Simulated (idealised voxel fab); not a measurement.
Process module in this document: voxel self aligned vias
Cross-section cut: width 245 nm, square cells of 5 nm.
Cross-section spec: square-cell grid; bands listed top down; each band is one or more rows.
For a band, the entry starts with two heights in nm, that of the top and then that of the bottom, and carries on with the band's materials in order from left to right, each alongside its width in nm; the word "all across" beside a single material means it fills the band edge to edge, and "air" means empty space.
Convention: height 0 is the level below which the wafer, as received, is all one material. The lowest band does not terminate at the bottom but continues downward, represented as "0 nm and below".
Width: "30->40" (first number = top row, second number = bottom row, same change from row to row of cells).
The designation "identical to before", where it is given for a processing step, indicates that no cell of the cross-section was altered in the course of that step.
In the "Fully enclosed voids" entry, you get each enclosed empty space of 8 cells or more, one with no open way to the top, written width x height at distance, distance from the left edge, in nm.
after a step's settings: what the simulator itself notes on the step
"overlay nm" on a masked step: distance the mask lay right of its planned place, negative for left.

The process steps that were planned are listed below
| 1 | RECEIVE [material Si] |
| 2 | CONFORMAL_DEP [material SiO2] [thk nm 15] |
| 3 | CONFORMAL_DEP [material SiCN] [thk nm 5] |
| 4 | DIRECTIONAL_DEP [material SiO2] [thk nm 20] |
| 5 | MASKED_ETCH [tone open] [mask id LINES] [width nm 25] [pitch nm 60] [etch materials SiO2] [depth nm 20] [overlay nm 0] |
| 6 | CONFORMAL_DEP [material TiN] [thk nm 5] |
| 7 | FILL_DEP [material W] [thk nm 10] |
| 8 | CMP [height nm 40] |
| 9 | SELECTIVE_ETCH [etch materials W Ru TiN] [depth nm 10] |
| 10 | FILL_DEP [material SiN] [thk nm 5] |
| 11 | CMP [height nm 40] |
| 12 | DIRECTIONAL_DEP [material SiO2] [thk nm 15] |
| 13 | MASKED_ETCH [tone open] [mask id VIAS] [width nm 45] [pitch nm 60] [etch materials SiO2] [depth nm 15] [overlay nm 0] |
| 14 | MASKED_ETCH [tone open] [mask id VIAS] [width nm 45] [pitch nm 60] [etch materials SiN] [depth nm 10] [overlay nm 0] |
| 15 | CONFORMAL_DEP [material TiN] [thk nm 5] |
| 16 | FILL_DEP [material Cu] [thk nm 10] |
| 17 | CMP [height nm 55] |
| 18 | CONFORMAL_DEP [material SiCN] [thk nm 5] |
Split variable: thk nm, step 3. Plan value = first wafer. Wafers start alike.

Step 1 complete: as-received cross-section of the first of several wafers
  0 nm and below = Si all across
  Fully enclosed voids: none

Note: the following table is arranged by wafer, a row apiece. Each row reports the end-of-module state: per material, cells gained (+) or cells lost (-) compared with the wafer as received; closed voids follow
thk nm 5; +40 Cu; +98 SiCN; +396 SiO2; +48 TiN; +6 W; Fully enclosed voids: none
thk nm 10; +40 Cu; +147 SiCN; +357 SiO2; +44 TiN; Fully enclosed voids: none
thk nm 15; +40 Cu; +196 SiCN; +318 SiO2; +34 TiN; Fully enclosed voids: none
thk nm 20; +34 Cu; +245 SiCN; +279 SiO2; +30 TiN; Fully enclosed voids: none
